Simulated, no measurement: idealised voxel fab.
Documented hereafter: the process module known as voxel transistor to metal.
For reference, the cross-section in this document is cut, with width 195 nm and square cells of 5 nm.
Throughout this document, each cross-section is represented as a grid of square cells and is presented as a sequence of bands enumerated from the top downward, where a band comprises one or more rows of cells. Each band's line starts with the height of the band's top and of its bottom, in nm. Then come its materials from left to right, each with its width in nm. One material with "edge to edge" fills the band from edge to edge. "air" is empty space. Heights are measured from 0, the level below which the as-received wafer is all one material; the lowest band has no bottom and continues downward, written as in "top 0, no bottom". A width such as "30 to 40" changes by the same amount from each row of cells to the next, from the band's top row to its bottom row. What does "remained unchanged" mean for a step? It means no cell of the cross-section changed in that step. "Cavities, closed": empty spaces of 8 cells or more with no open way to the top, each given as width x height at distance, distance from the left edge, all in nm. Anything after a step's settings on that line? It's the simulator's own note about the step. overlay nm: mask right of planned place by this much (step with mask). Neg. = left.
[List of planned process steps]
1: RECEIVE (material Si)
2: OXIDIZE (depth nm 5)
3: CONFORMAL_DEP (material SiN; thk nm 10)
4: DIRECTIONAL_DEP (material aC; thk nm 10)
5: PATTERN (tone cover; mask id ACTIVE; material resist; width nm 105; thk nm 25; overlay nm 0)
6: DIRECTIONAL_ETCH (etch materials aC; depth nm 10)
7: STRIP (etch materials resist)
8: DIRECTIONAL_ETCH (etch materials SiN; depth nm 10)
9: DIRECTIONAL_ETCH (etch materials SiO2; depth nm 5)
10: DIRECTIONAL_ETCH (etch materials Si; depth nm 35)
11: STRIP (etch materials aC)
12: OXIDIZE (depth nm 5)
13: FILL_DEP (material SiO2; thk nm 15)
14: CMP (height nm 10)
15: SELECTIVE_ETCH (etch materials SiO2; depth nm 10)
16: STRIP (etch materials SiN)
17: SELECTIVE_ETCH (etch materials SiO2; depth nm 5)
18: OXIDIZE (depth nm 5)
19: DIRECTIONAL_DEP (material polySi; thk nm 30)
20: DIRECTIONAL_DEP (material SiCN; thk nm 10)
21: DIRECTIONAL_DEP (material aC; thk nm 15)
22: PATTERN (tone cover; mask id GATE; material resist; width nm 35; thk nm 35; overlay nm 0)
23: DIRECTIONAL_ETCH (etch materials aC; depth nm 15)
24: STRIP (etch materials resist)
25: DIRECTIONAL_ETCH (etch materials SiCN; depth nm 20)
26: DIRECTIONAL_ETCH (etch materials polySi; depth nm 40)
27: STRIP (etch materials aC)
28: CONFORMAL_DEP (material SiO2; thk nm 5)
29: DIRECTIONAL_ETCH (etch materials SiO2; depth nm 5)
30: CONFORMAL_DEP (material SiN; thk nm 5)
31: DIRECTIONAL_ETCH (etch materials SiN; depth nm 5)
32: DIRECTIONAL_ETCH (etch materials SiO2; depth nm 5)
33: DIRECTIONAL_ETCH (etch materials Si; depth nm 5)
34: EPI (material nSi; thk nm 10)
35: FILL_DEP (material SiO2; thk nm 10)
36: CMP (height nm 25)
37: STRIP (etch materials polySi)
38: SELECTIVE_ETCH (etch materials SiO2; depth nm 5)
39: CONFORMAL_DEP (material HfO2; thk nm 5)
40: CONFORMAL_DEP (material TiN; thk nm 5)
41: FILL_DEP (material W; thk nm 5)
42: CMP (height nm 20)
43: DIRECTIONAL_DEP (material SiO2; thk nm 10)
44: PATTERN (tone open; mask id CONTACT; material resist; width nm 15; pitch nm 80; thk nm 15; overlay nm 0)
45: DIRECTIONAL_ETCH (etch materials SiO2; depth nm 35)
46: STRIP (etch materials resist)
47: CONFORMAL_DEP (material TiN; thk nm 5)
48: FILL_DEP (material W; thk nm 10)
49: CMP (height nm 30)
50: DIRECTIONAL_DEP (material TiN; thk nm 5)
51: DIRECTIONAL_DEP (material Ru; thk nm 20)
52: PATTERN (tone cover; mask id METAL_1; material resist; width nm 15; pitch nm 80; thk nm 15; overlay nm 0)
53: DIRECTIONAL_ETCH (etch materials Ru; depth nm 20)
54: DIRECTIONAL_ETCH (etch materials TiN; depth nm 5)
55: STRIP (etch materials resist)
56: FILL_DEP (material lowk; thk nm 5)
57: CMP (height nm 55)
58: CONFORMAL_DEP (material SiCN; thk nm 5)
59: DIRECTIONAL_DEP (material SiO2; thk nm 35)
60: PATTERN (tone open; mask id METAL_2; material resist; width nm 15; pitch nm 80; thk nm 15; overlay nm 0)
61: DIRECTIONAL_ETCH (etch materials SiO2; depth nm 20)
62: STRIP (etch materials resist)
63: PATTERN (tone open; mask id METAL_2_HOLES; material resist; width nm 15; pitch nm 80; thk nm 15; overlay nm 0)
64: DIRECTIONAL_ETCH (etch materials SiO2; depth nm 15)
65: DIRECTIONAL_ETCH (etch materials SiCN; depth nm 5)
66: STRIP (etch materials resist)
67: CONFORMAL_DEP (material TiN; thk nm 5)
68: FILL_DEP (material Cu; thk nm 10)
69: CMP (height nm 95)
70: CONFORMAL_DEP (material SiCN; thk nm 5)
[as received, after step 1]
* top 0, no bottom | Si edge to edge
* Cavities, closed: none
[Result of the module, cross-sectioned: start per above, plan per above, one error in how it was run]
* top 100, bottom 95 | SiCN edge to edge
* top 95, bottom 60 | SiO2 50 | TiN 5 | Cu 5 | TiN 5 | SiO2 65 | TiN 5 | Cu 5 | TiN 5 | SiO2 50
* top 60, bottom 55 | SiCN 50 | TiN 15 | SiCN 65 | TiN 15 | SiCN 50
* top 55, bottom 35 | lowk 50 | Ru 15 | lowk 65 | Ru 15 | lowk 50
* top 35, bottom 30 | SiO2 edge to edge
* top 30, bottom 20 | SiO2 50 | TiN 5 | W 5 | TiN 5 | SiO2 65 | TiN 5 | W 5 | TiN 5 | SiO2 50
* top 20, bottom 5 | SiO2 50 | TiN 5 | W 5 | TiN 5 | SiO2 5 | SiN 5 | HfO2 5 | TiN 5 | W 25 | TiN 5 | HfO2 5 | SiN 5 | SiO2 5 | TiN 5 | W 5 | TiN 5 | SiO2 50
* top 5, bottom 0 | SiO2 50 | TiN 15 | SiO2 5 | SiN 5 | HfO2 5 | TiN 5 | W 25 | TiN 5 | HfO2 5 | SiN 5 | SiO2 5 | TiN 15 | SiO2 50
* top 0, bottom -5 | SiO2 50 | TiN 10 | nSi 10 | SiN 5 | HfO2 5 | TiN 35 | HfO2 5 | SiN 5 | nSi 10 | TiN 10 | SiO2 50
* top -5, bottom -10 | SiO2 45 | nSi 25 | SiO2 5 | HfO2 45 | SiO2 5 | nSi 25 | SiO2 45
* top -10, bottom -15 | SiO2 50 | nSi 20 | Si 55 | nSi 20 | SiO2 50
* top -15, bottom -45 | SiO2 50 | Si 95 | SiO2 50
* top -45, no bottom | Si edge to edge
* Cavities, closed: none
Where did the run depart from the plan? step 50 went in with a setting other than planned; the actual run was DIRECTIONAL_DEP (material SiO2; thk nm 5)
